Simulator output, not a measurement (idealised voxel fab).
Proc. module: voxel plated lines
For reference, the cross-section in this document is cut, with width 180 nm and square cells of 5 nm.
Just so we're on the same page, the cross-sections are grids of square cells, and they're listed out in bands top to bottom, each band one or more rows deep.
Band: top height; bottom height; in nm. Then, left to right: material with width in nm, for each material. "edge to edge": a single material spanning edge to edge. "blank": empty space.
Note: height 0 marks the level under which the wafer is uniformly one material as received. Lowest band unbounded below, written "z 0 and below".
Width: "30->40" (first number = top row, second number = bottom row, same change from row to row of cells).
Given "nothing altered" for a step, no cell of the cross-section differs between before and after that step.
"Enclosed cavities": empty spaces of 8 cells or more with no open way to the top, each given as width x height at distance, distance from the left edge, all in nm.
On a step's line, text after the settings is the simulator commenting on that step.
A step's line can hold "overlay nm"; with a mask on that step, the setting says how far right of the planned place the mask lay, while a negative setting says it lay to the left.
Pairs follow: section before one process step, section after it down to the lowest changed band, step with settings underneath. Pairs may come from different runs of this module on the same starting wafer; continuity with the pair above only as stated in the "Pre-step section" entry.

## Pre-step section
	z 0 and below = Si edge to edge
	Enclosed cavities: none

## Section, Post-Step
	z 10 to 0 = SiN edge to edge
	Lower than 0, everything is as it was.
	Enclosed cavities: none
Step, pre vs post cross-sections above: CONFORMAL_DEP | material SiN | thk nm 10

Pre-step section: taken from the pair above, after panel.

## Section, Post-Step
	z 15 to 10 = TiN edge to edge
	Lower than 10, everything is as it was.
	Enclosed cavities: none
Step, pre vs post cross-sections above: DIRECTIONAL_DEP | material TiN | thk nm 5

Pre-step section: taken from the pair above, after panel.

## Section, Post-Step
	z 55 to 15 = resist 55  blank 25  resist 15  blank 25  resist 60
	Lower than 15, everything is as it was.
	Enclosed cavities: none
Step, pre vs post cross-sections above: PATTERN | tone open | mask id LINES | material resist | width nm 25 | pitch nm 40 | thk nm 40 | overlay nm 0

Pre-step section: taken from the pair above, after panel.

## Section, Post-Step
	z 55 to 25 = resist 55  blank 25  resist 15  blank 25  resist 60
	z 25 to 15 = resist 55  Ru 25  resist 15  Ru 25  resist 60
	Lower than 15, everything is as it was.
	Enclosed cavities: none
Step, pre vs post cross-sections above: EPI | material Ru | thk nm 10

Pre-step section: taken from the pair above, after panel.

## Section, Post-Step
	z 55 to 35 = resist 55  blank 25  resist 15  blank 25  resist 60
	z 35 to 15 = resist 55  Ru 25  resist 15  Ru 25  resist 60
	Lower than 15, everything is as it was.
	Enclosed cavities: none
Step, pre vs post cross-sections above: EPI | material Ru | thk nm 10

Pre-step section: taken from the pair above, after panel.

## Section, Post-Step
	z 55 to 40 = resist 55  blank 25  resist 15  blank 25  resist 60
	z 40 to 15 = resist 55  Ru 25  resist 15  Ru 25  resist 60
	Lower than 15, everything is as it was.
	Enclosed cavities: none
Step, pre vs post cross-sections above: EPI | material Ru | thk nm 5

Pre-step section: taken from the pair above, after panel.

## Section, Post-Step
	z 40 to 15 = blank 55  Ru 25  blank 15  Ru 25  blank 60
	Lower than 15, everything is as it was.
	Enclosed cavities: none
Step, pre vs post cross-sections above: STRIP | etch materials resist

Pre-step section: taken from the pair above, after panel.

## Section, Post-Step
	z 40 to 15 = blank 55  Ru 25  blank 15  Ru 25  blank 60
	z 15 to 10 = blank 55  TiN 25  blank 15  TiN 25  blank 60
	Lower than 10, everything is as it was.
	Enclosed cavities: none
Step, pre vs post cross-sections above: DIRECTIONAL_ETCH | etch materials TiN | depth nm 5

Pre-step section: taken from the pair above, after panel.

## Section, Post-Step
	z 50 to 40 = blank 45  SiN 85  blank 50
	z 40 to 20 = blank 45  SiN 10  Ru 25  SiN 15  Ru 25  SiN 10  blank 50
	z 20 to 15 = SiN 55  Ru 25  SiN 15  Ru 25  SiN 60
	z 15 to 10 = SiN 55  TiN 25  SiN 15  TiN 25  SiN 60
	Lower than 10, everything is as it was.
	Enclosed cavities: none
Step, pre vs post cross-sections above: CONFORMAL_DEP | material SiN | thk nm 10

## Pre-step section
	z 0 and below = Si edge to edge
	Enclosed cavities: none

## Section, Post-Step
	z 5 to 0 = TiN edge to edge
	Lower than 0, everything is as it was.
	Enclosed cavities: none
Step, pre vs post cross-sections above: DIRECTIONAL_DEP | material TiN | thk nm 5

Pre-step section: taken from the pair above, after panel.

## Section, Post-Step
	z 45 to 5 = resist 55  blank 25  resist 15  blank 25  resist 60
	Lower than 5, everything is as it was.
	Enclosed cavities: none
Step, pre vs post cross-sections above: PATTERN | tone open | mask id LINES | material resist | width nm 25 | pitch nm 40 | thk nm 40 | overlay nm 0

Pre-step section: taken from the pair above, after panel.

## Section, Post-Step
	z 45 to 15 = resist 55  blank 25  resist 15  blank 25  resist 60
	z 15 to 5 = resist 55  Ru 25  resist 15  Ru 25  resist 60
	Lower than 5, everything is as it was.
	Enclosed cavities: none
Step, pre vs post cross-sections above: EPI | material Ru | thk nm 10

Pre-step section: taken from the pair above, after panel.

## Section, Post-Step
	z 45 to 25 = resist 55  blank 25  resist 15  blank 25  resist 60
	z 25 to 5 = resist 55  Ru 25  resist 15  Ru 25  resist 60
	Lower than 5, everything is as it was.
	Enclosed cavities: none
Step, pre vs post cross-sections above: EPI | material Ru | thk nm 10

Pre-step section: taken from the pair above, after panel.

## Section, Post-Step
	z 45 to 30 = resist 55  blank 25  resist 15  blank 25  resist 60
	z 30 to 5 = resist 55  Ru 25  resist 15  Ru 25  resist 60
	Lower than 5, everything is as it was.
	Enclosed cavities: none
Step, pre vs post cross-sections above: EPI | material Ru | thk nm 5

Pre-step section: taken from the pair above, after panel.

## Section, Post-Step
	z 30 to 5 = blank 55  Ru 25  blank 15  Ru 25  blank 60
	Lower than 5, everything is as it was.
	Enclosed cavities: none
Step, pre vs post cross-sections above: STRIP | etch materials resist

Pre-step section: taken from the pair above, after panel.

## Section, Post-Step
	z 30 to 5 = blank 55  Ru 25  blank 15  Ru 25  blank 60
	z 5 to 0 = blank 55  TiN 25  blank 15  TiN 25  blank 60
	Lower than 0, everything is as it was.
	Enclosed cavities: none
Step, pre vs post cross-sections above: DIRECTIONAL_ETCH | etch materials TiN | depth nm 5

Pre-step section: taken from the pair above, after panel.

## Section, Post-Step
	z 40 to 30 = blank 45  SiN 85  blank 50
	z 30 to 10 = blank 45  SiN 10  Ru 25  SiN 15  Ru 25  SiN 10  blank 50
	z 10 to 5 = SiN 55  Ru 25  SiN 15  Ru 25  SiN 60
	z 5 to 0 = SiN 55  TiN 25  SiN 15  TiN 25  SiN 60
	Lower than 0, everything is as it was.
	Enclosed cavities: none
Step, pre vs post cross-sections above: CONFORMAL_DEP | material SiN | thk nm 10

## Pre-step section
	z 55 to 35 = resist 55  blank 25  resist 15  blank 25  resist 60
	z 35 to 15 = resist 55  Ru 25  resist 15  Ru 25  resist 60
	z 15 to 10 = TiN edge to edge
	z 10 to 0 = SiN edge to edge
	z 0 and below = Si edge to edge
	Enclosed cavities: none

## Section, Post-Step
	z 55 to 45 = resist 55  blank 25  resist 15  blank 25  resist 60
	z 45 to 15 = resist 55  Ru 25  resist 15  Ru 25  resist 60
	Lower than 15, everything is as it was.
	Enclosed cavities: none
Step, pre vs post cross-sections above: EPI | material Ru | thk nm 10

Pre-step section: taken from the pair above, after panel.

## Section, Post-Step
	z 55 to 50 = resist 55  blank 25  resist 15  blank 25  resist 60
	z 50 to 15 = resist 55  Ru 25  resist 15  Ru 25  resist 60
	Lower than 15, everything is as it was.
	Enclosed cavities: none
Step, pre vs post cross-sections above: EPI | material Ru | thk nm 5

Pre-step section: taken from the pair above, after panel.

## Section, Post-Step
	z 50 to 15 = blank 55  Ru 25  blank 15  Ru 25  blank 60
	Lower than 15, everything is as it was.
	Enclosed cavities: none
Step, pre vs post cross-sections above: STRIP | etch materials resist

Pre-step section: taken from the pair above, after panel.

## Section, Post-Step
	z 50 to 15 = blank 55  Ru 25  blank 15  Ru 25  blank 60
	z 15 to 10 = blank 55  TiN 25  blank 15  TiN 25  blank 60
	Lower than 10, everything is as it was.
	Enclosed cavities: none
Step, pre vs post cross-sections above: DIRECTIONAL_ETCH | etch materials TiN | depth nm 5

Pre-step section: taken from the pair above, after panel.

## Section, Post-Step
	z 60 to 50 = blank 45  SiN 85  blank 50
	z 50 to 20 = blank 45  SiN 10  Ru 25  SiN 15  Ru 25  SiN 10  blank 50
	z 20 to 15 = SiN 55  Ru 25  SiN 15  Ru 25  SiN 60
	z 15 to 10 = SiN 55  TiN 25  SiN 15  TiN 25  SiN 60
	Lower than 10, everything is as it was.
	Enclosed cavities: none
Step, pre vs post cross-sections above: CONFORMAL_DEP | material SiN | thk nm 10

## Pre-step section
	z 55 to 35 = resist 55  blank 25  resist 15  blank 25  resist 60
	z 35 to 15 = resist 55  Ru 25  resist 15  Ru 25  resist 60
	z 15 to 10 = TiN edge to edge
	z 10 to 0 = SiN edge to edge
	z 0 and below = Si edge to edge
	Enclosed cavities: none

## Section, Post-Step
	z 35 to 15 = blank 55  Ru 25  blank 15  Ru 25  blank 60
	Lower than 15, everything is as it was.
	Enclosed cavities: none
Step, pre vs post cross-sections above: STRIP | etch materials resist

Pre-step section: taken from the pair above, after panel.

## Section, Post-Step
	z 40 to 20 = blank 50  Ru 35  blank 5  Ru 35  blank 55
	z 20 to 15 = Ru edge to edge
	Lower than 15, everything is as it was.
	Enclosed cavities: none
Step, pre vs post cross-sections above: EPI | material Ru | thk nm 5

Pre-step section: taken from the pair above, after panel.

## Section, Post-Step
	z 50 to 40 = blank 40  SiN 95  blank 45
	z 40 to 30 = blank 40  SiN 10  Ru 35  SiN 5  Ru 35  SiN 10  blank 45
	z 30 to 20 = SiN 50  Ru 35  SiN 5  Ru 35  SiN 55
	Lower than 20, everything is as it was.
	Enclosed cavities: none
Step, pre vs post cross-sections above: CONFORMAL_DEP | material SiN | thk nm 10

## Pre-step section
	z 10 to 0 = SiN edge to edge
	z 0 and below = Si edge to edge
	Enclosed cavities: none

## Section, Post-Step
	z 25 to 10 = TiN edge to edge
	Lower than 10, everything is as it was.
	Enclosed cavities: none
Step, pre vs post cross-sections above: DIRECTIONAL_DEP | material TiN | thk nm 15

Pre-step section: taken from the pair above, after panel.

## Section, Post-Step
	z 65 to 25 = resist 55  blank 25  resist 15  blank 25  resist 60
	Lower than 25, everything is as it was.
	Enclosed cavities: none
Step, pre vs post cross-sections above: PATTERN | tone open | mask id LINES | material resist | width nm 25 | pitch nm 40 | thk nm 40 | overlay nm 0

Pre-step section: taken from the pair above, after panel.

## Section, Post-Step
	z 65 to 35 = resist 55  blank 25  resist 15  blank 25  resist 60
	z 35 to 25 = resist 55  Ru 25  resist 15  Ru 25  resist 60
	Lower than 25, everything is as it was.
	Enclosed cavities: none
Step, pre vs post cross-sections above: EPI | material Ru | thk nm 10

Pre-step section: taken from the pair above, after panel.

## Section, Post-Step
	z 65 to 45 = resist 55  blank 25  resist 15  blank 25  resist 60
	z 45 to 25 = resist 55  Ru 25  resist 15  Ru 25  resist 60
	Lower than 25, everything is as it was.
	Enclosed cavities: none
Step, pre vs post cross-sections above: EPI | material Ru | thk nm 10

Pre-step section: taken from the pair above, after panel.

## Section, Post-Step
	z 65 to 50 = resist 55  blank 25  resist 15  blank 25  resist 60
	z 50 to 25 = resist 55  Ru 25  resist 15  Ru 25  resist 60
	Lower than 25, everything is as it was.
	Enclosed cavities: none
Step, pre vs post cross-sections above: EPI | material Ru | thk nm 5

Pre-step section: taken from the pair above, after panel.

## Section, Post-Step
	z 50 to 25 = blank 55  Ru 25  blank 15  Ru 25  blank 60
	Lower than 25, everything is as it was.
	Enclosed cavities: none
Step, pre vs post cross-sections above: STRIP | etch materials resist

Pre-step section: taken from the pair above, after panel.

## Section, Post-Step
	z 50 to 25 = blank 55  Ru 25  blank 15  Ru 25  blank 60
	z 25 to 20 = blank 55  TiN 25  blank 15  TiN 25  blank 60
	Lower than 20, everything is as it was.
	Enclosed cavities: none
Step, pre vs post cross-sections above: DIRECTIONAL_ETCH | etch materials TiN | depth nm 5

Pre-step section: taken from the pair above, after panel.

## Section, Post-Step
	z 60 to 50 = blank 45  SiN 85  blank 50
	z 50 to 30 = blank 45  SiN 10  Ru 25  SiN 15  Ru 25  SiN 10  blank 50
	z 30 to 25 = SiN 55  Ru 25  SiN 15  Ru 25  SiN 60
	z 25 to 20 = SiN 55  TiN 25  SiN 15  TiN 25  SiN 60
	Lower than 20, everything is as it was.
	Enclosed cavities: none
Step, pre vs post cross-sections above: CONFORMAL_DEP | material SiN | thk nm 10

## Pre-step section
	z 15 to 10 = TiN edge to edge
	z 10 to 0 = SiN edge to edge
	z 0 and below = Si edge to edge
	Enclosed cavities: none

## Section, Post-Step
	z 55 to 15 = resist 60  blank 20  resist 20  blank 20  resist 60
	Lower than 15, everything is as it was.
	Enclosed cavities: none
Step, pre vs post cross-sections above: PATTERN | tone open | mask id LINES | material resist | width nm 20 | pitch nm 40 | thk nm 40 | overlay nm 0

Pre-step section: taken from the pair above, after panel.

## Section, Post-Step
	z 55 to 25 = resist 60  blank 20  resist 20  blank 20  resist 60
	z 25 to 15 = resist 60  Ru 20  resist 20  Ru 20  resist 60
	Lower than 15, everything is as it was.
	Enclosed cavities: none
Step, pre vs post cross-sections above: EPI | material Ru | thk nm 10

Pre-step section: taken from the pair above, after panel.

## Section, Post-Step
	z 55 to 35 = resist 60  blank 20  resist 20  blank 20  resist 60
	z 35 to 15 = resist 60  Ru 20  resist 20  Ru 20  resist 60
	Lower than 15, everything is as it was.
	Enclosed cavities: none
Step, pre vs post cross-sections above: EPI | material Ru | thk nm 10

Pre-step section: taken from the pair above, after panel.

## Section, Post-Step
	z 55 to 40 = resist 60  blank 20  resist 20  blank 20  resist 60
	z 40 to 15 = resist 60  Ru 20  resist 20  Ru 20  resist 60
	Lower than 15, everything is as it was.
	Enclosed cavities: none
Step, pre vs post cross-sections above: EPI | material Ru | thk nm 5

Pre-step section: taken from the pair above, after panel.

## Section, Post-Step
	z 40 to 15 = blank 60  Ru 20  blank 20  Ru 20  blank 60
	Lower than 15, everything is as it was.
	Enclosed cavities: none
Step, pre vs post cross-sections above: STRIP | etch materials resist

Pre-step section: taken from the pair above, after panel.

## Section, Post-Step
	z 40 to 15 = blank 60  Ru 20  blank 20  Ru 20  blank 60
	z 15 to 10 = blank 60  TiN 20  blank 20  TiN 20  blank 60
	Lower than 10, everything is as it was.
	Enclosed cavities: none
Step, pre vs post cross-sections above: DIRECTIONAL_ETCH | etch materials TiN | depth nm 5

Pre-step section: taken from the pair above, after panel.

## Section, Post-Step
	z 50 to 40 = blank 50  SiN 80  blank 50
	z 40 to 20 = blank 50  SiN 10  Ru 20  SiN 20  Ru 20  SiN 10  blank 50
	z 20 to 15 = SiN 60  Ru 20  SiN 20  Ru 20  SiN 60
	z 15 to 10 = SiN 60  TiN 20  SiN 20  TiN 20  SiN 60
	Lower than 10, everything is as it was.
	Enclosed cavities: none
Step, pre vs post cross-sections above: CONFORMAL_DEP | material SiN | thk nm 10

## Pre-step section
	z 15 to 10 = TiN edge to edge
	z 10 to 0 = SiN edge to edge
	z 0 and below = Si edge to edge
	Enclosed cavities: none

## Section, Post-Step
	z 55 to 15 = resist 60  blank 25  resist 15  blank 25  resist 55
	Lower than 15, everything is as it was.
	Enclosed cavities: none
Step, pre vs post cross-sections above: PATTERN | tone open | mask id LINES | material resist | width nm 25 | pitch nm 40 | thk nm 40 | overlay nm 5

Pre-step section: taken from the pair above, after panel.

## Section, Post-Step
	z 55 to 25 = resist 60  blank 25  resist 15  blank 25  resist 55
	z 25 to 15 = resist 60  Ru 25  resist 15  Ru 25  resist 55
	Lower than 15, everything is as it was.
	Enclosed cavities: none
Step, pre vs post cross-sections above: EPI | material Ru | thk nm 10

Pre-step section: taken from the pair above, after panel.

## Section, Post-Step
	z 55 to 35 = resist 60  blank 25  resist 15  blank 25  resist 55
	z 35 to 15 = resist 60  Ru 25  resist 15  Ru 25  resist 55
	Lower than 15, everything is as it was.
	Enclosed cavities: none
Step, pre vs post cross-sections above: EPI | material Ru | thk nm 10

Pre-step section: taken from the pair above, after panel.

## Section, Post-Step
	z 55 to 40 = resist 60  blank 25  resist 15  blank 25  resist 55
	z 40 to 15 = resist 60  Ru 25  resist 15  Ru 25  resist 55
	Lower than 15, everything is as it was.
	Enclosed cavities: none
Step, pre vs post cross-sections above: EPI | material Ru | thk nm 5

Pre-step section: taken from the pair above, after panel.

## Section, Post-Step
	z 40 to 15 = blank 60  Ru 25  blank 15  Ru 25  blank 55
	Lower than 15, everything is as it was.
	Enclosed cavities: none
Step, pre vs post cross-sections above: STRIP | etch materials resist

Pre-step section: taken from the pair above, after panel.

## Section, Post-Step
	z 40 to 15 = blank 60  Ru 25  blank 15  Ru 25  blank 55
	z 15 to 10 = blank 60  TiN 25  blank 15  TiN 25  blank 55
	Lower than 10, everything is as it was.
	Enclosed cavities: none
Step, pre vs post cross-sections above: DIRECTIONAL_ETCH | etch materials TiN | depth nm 5

Pre-step section: taken from the pair above, after panel.

## Section, Post-Step
	z 50 to 40 = blank 50  SiN 85  blank 45
	z 40 to 20 = blank 50  SiN 10  Ru 25  SiN 15  Ru 25  SiN 10  blank 45
	z 20 to 15 = SiN 60  Ru 25  SiN 15  Ru 25  SiN 55
	z 15 to 10 = SiN 60  TiN 25  SiN 15  TiN 25  SiN 55
	Lower than 10, everything is as it was.
	Enclosed cavities: none
Step, pre vs post cross-sections above: CONFORMAL_DEP | material SiN | thk nm 10

## Pre-step section
	z 40 to 15 = blank 55  Ru 25  blank 15  Ru 25  blank 60
	z 15 to 10 = blank 55  TiN 25  blank 15  TiN 25  blank 60
	z 10 to 0 = SiN edge to edge
	z 0 and below = Si edge to edge
	Enclosed cavities: none

## Section, Post-Step
	z 50 to 20 = blank 45  Ru 85  blank 50
	z 20 to 15 = Ru edge to edge
	z 15 to 10 = Ru 55  TiN 25  Ru 15  TiN 25  Ru 60
	Lower than 10, everything is as it was.
	Enclosed cavities: none
Step, pre vs post cross-sections above: CONFORMAL_DEP | material Ru | thk nm 10

## Pre-step section
	z 15 to 10 = TiN edge to edge
	z 10 to 0 = SiN edge to edge
	z 0 and below = Si edge to edge
	Enclosed cavities: none

## Section, Post-Step
	z 55 to 15 = blank 55  resist 25  blank 15  resist 25  blank 60
	Lower than 15, everything is as it was.
	Enclosed cavities: none
Step, pre vs post cross-sections above: PATTERN | tone cover | mask id LINES | material resist | width nm 25 | pitch nm 40 | thk nm 40 | overlay nm 0

Pre-step section: taken from the pair above, after panel.

## Section, Post-Step
	z 55 to 25 = blank 55  resist 25  blank 15  resist 25  blank 60
	z 25 to 15 = Ru 55  resist 25  Ru 15  resist 25  Ru 60
	Lower than 15, everything is as it was.
	Enclosed cavities: none
Step, pre vs post cross-sections above: EPI | material Ru | thk nm 10

Pre-step section: taken from the pair above, after panel.

## Section, Post-Step
	z 55 to 35 = blank 55  resist 25  blank 15  resist 25  blank 60
	z 35 to 15 = Ru 55  resist 25  Ru 15  resist 25  Ru 60
	Lower than 15, everything is as it was.
	Enclosed cavities: none
Step, pre vs post cross-sections above: EPI | material Ru | thk nm 10

Pre-step section: taken from the pair above, after panel.

## Section, Post-Step
	z 55 to 40 = blank 55  resist 25  blank 15  resist 25  blank 60
	z 40 to 15 = Ru 55  resist 25  Ru 15  resist 25  Ru 60
	Lower than 15, everything is as it was.
	Enclosed cavities: none
Step, pre vs post cross-sections above: EPI | material Ru | thk nm 5

Pre-step section: taken from the pair above, after panel.

## Section, Post-Step
	z 40 to 15 = Ru 55  blank 25  Ru 15  blank 25  Ru 60
	Lower than 15, everything is as it was.
	Enclosed cavities: none
Step, pre vs post cross-sections above: STRIP | etch materials resist

Pre-step section: taken from the pair above, after panel.

## Section, Post-Step
	z 40 to 15 = Ru 55  blank 25  Ru 15  blank 25  Ru 60
	z 15 to 10 = TiN 55  blank 25  TiN 15  blank 25  TiN 60
	Lower than 10, everything is as it was.
	Enclosed cavities: none
Step, pre vs post cross-sections above: DIRECTIONAL_ETCH | etch materials TiN | depth nm 5

Pre-step section: taken from the pair above, after panel.

## Section, Post-Step
	z 50 to 40 = SiN 65  blank 5  SiN 35  blank 5  SiN 70
	z 40 to 20 = Ru 55  SiN 10  blank 5  SiN 10  Ru 15  SiN 10  blank 5  SiN 10  Ru 60
	z 20 to 15 = Ru 55  SiN 25  Ru 15  SiN 25  Ru 60
	z 15 to 10 = TiN 55  SiN 25  TiN 15  SiN 25  TiN 60
	Lower than 10, everything is as it was.
	Enclosed cavities: none
Step, pre vs post cross-sections above: CONFORMAL_DEP | material SiN | thk nm 10
